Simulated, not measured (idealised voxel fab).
process module | voxel fin reveal
cross-section cut | 260 nm wide | cells 5 nm
A cross-section is a grid of square cells, given in bands from the top down. A band is one or more rows of cells.
Each band's line starts with the height of the band's top and of its bottom, in nm. Then come its materials from left to right, each with its width in nm. One material with "throughout" fills the band from edge to edge. "air" is empty space.
Height 0 is the level under which the wafer as received is all one material. The lowest band goes on downwards, as in "0 down".
A width such as "30 to 40" changes by the same amount from each row of cells to the next, from the band's top row to its bottom row.
"no change" after a step means that no cell of the cross-section changed.
closed voids: empty space of 8 cells or more with no open way to the top, each as width x height at its distance from the left edge, in nm
after a step's settings: what the simulator itself notes on the step
overlay nm, on a step with a mask: how far to the right of its planned place the mask lay; to the left if negative
plan
1 op RECEIVE | material Si
2 op CONFORMAL_DEP | material SiN | thk nm 10
3 op PATTERN | tone cover | mask id FINS | material resist | width nm 15 | pitch nm 35 | thk nm 20 | overlay nm 0
4 op DIRECTIONAL_ETCH | etch materials SiN | depth nm 10
5 op DIRECTIONAL_ETCH | etch materials Si | depth nm 30
6 op STRIP | etch materials resist
7 op OXIDIZE | depth nm 5
8 op FILL_DEP | material SiO2 | thk nm 10
9 op CMP | height nm 10
10 op SELECTIVE_ETCH | etch materials SiO2 | depth nm 25
11 op STRIP | etch materials SiN
as received, after step 1
  0 down: Si throughout
  closed voids: none
first wafer at the end, as planned
  0 to -15: air 75 | Si 5 | air 30 | Si 5 | air 30 | Si 5 | air 30 | Si 5 | air 75
  -15 to -35: SiO2 75 | Si 5 | SiO2 30 | Si 5 | SiO2 30 | Si 5 | SiO2 30 | Si 5 | SiO2 75
  -35 down: Si throughout
  closed voids: none
second wafer at the end: like start, like plan, one mistake
  0 to -15: air 75 | Si 5 | air 30 | Si 5 | air 30 | Si 5 | air 30 | Si 5 | air 75
  -15 to -25: SiO2 75 | Si 5 | SiO2 30 | Si 5 | SiO2 30 | Si 5 | SiO2 30 | Si 5 | SiO2 75
  -25 down: Si throughout
  closed voids: none
what went wrong: step 5 ran as: op DIRECTIONAL_ETCH | etch materials Si | depth nm 20
at the end the second wafer has, in cells: 96 more of Si | 96 fewer of SiO2
